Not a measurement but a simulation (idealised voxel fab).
The following is a process module called voxel self aligned contacts.
In the cross-section labelled cut, the width is 280 nm and each square cell is 5 nm.
In this document a cross-section is written as a grid of square cells. It is given as a series of bands, listed from the top down, and a band is one or more rows of cells. Heads up on the band format: heights come first, top then bottom, in nm. After that it's the materials left to right, each with its width in nm. A single material flagged "edge to edge" fills the whole band edge to edge, and "empty" means there's empty space there. Height reference: 0 = level under which incoming wafer is all one material. Lowest band: no bottom, runs on downward, e.g. "z 0 and below". Top row gets the first number, bottom row gets the second, and each row in between changes by the same step: that is how a band width like "30..40" works. Step note "nothing different" = no cross-section cell changed. "Fully sealed voids" lists enclosed empty spaces (at least 8 cells, no open path upward to the top), each as width x height at distance from the left edge, in nm. Past the settings on a step's line: simulator remark, on that step. The setting "overlay nm" may be written on the line of a step. When the step uses a mask, the value reports how far to the right of the planned place the mask lay, and a negative value reports that it lay to the left.

-- The planned process steps are enumerated hereunder
1 op RECEIVE | material Si
2 op CONFORMAL_DEP | material SiO2 | thk nm 5
3 op DIRECTIONAL_DEP | material polySi | thk nm 30
4 op DIRECTIONAL_DEP | material SiN | thk nm 15
5 op MASKED_ETCH | tone cover | mask id GATE | width nm 25 | pitch nm 60 | etch materials SiN | depth nm 15 | overlay nm 0
6 op MASKED_ETCH | tone cover | mask id GATE | width nm 25 | pitch nm 60 | etch materials polySi | depth nm 30 | overlay nm 0
7 op CONFORMAL_DEP | material SiN | thk nm 5
8 op DIRECTIONAL_ETCH | etch materials SiN | depth nm 5
9 op FILL_DEP | material SiO2 | thk nm 20
10 op CMP | height nm 60
11 op PATTERN | tone open | mask id CONTACT | material resist | width nm 45 | thk nm 15 | overlay nm 0
12 op DIRECTIONAL_ETCH | etch materials SiO2 | depth nm 60
13 op STRIP | etch materials resist
14 op CONFORMAL_DEP | material TiN | thk nm 5
15 op FILL_DEP | material Ru | thk nm 5
16 op CMP | height nm 60
17 op CONFORMAL_DEP | material SiN | thk nm 5

-- As received (post step 1): cross-section
  z 0 and below: Si edge to edge
  Fully sealed voids: none

-- Here's the wafer cut in cross-section after the module, started and planned just like above, except one thing was done wrong in the run
  z 65 to 60: SiN edge to edge
  z 60 to 50: 115 nm SiO2 / 5 nm TiN / 35 nm Ru / 5 nm TiN / 120 nm SiO2
  z 50 to 45: 115 nm SiO2 / 10 nm TiN / 25 nm Ru / 10 nm TiN / 120 nm SiO2
  z 45 to 35: 95 nm SiO2 / 25 nm SiN / 5 nm TiN / 25 nm Ru / 5 nm TiN / 25 nm SiN / 100 nm SiO2
  z 35 to 5: 95 nm SiO2 / 25 nm polySi / 5 nm TiN / 25 nm Ru / 5 nm TiN / 25 nm polySi / 100 nm SiO2
  z 5 to 0: 120 nm SiO2 / 35 nm TiN / 125 nm SiO2
  z 0 and below: Si edge to edge
  Fully sealed voids: none
The plan and the run diverged here: yeah, step 7 of the plan got skipped, never ran
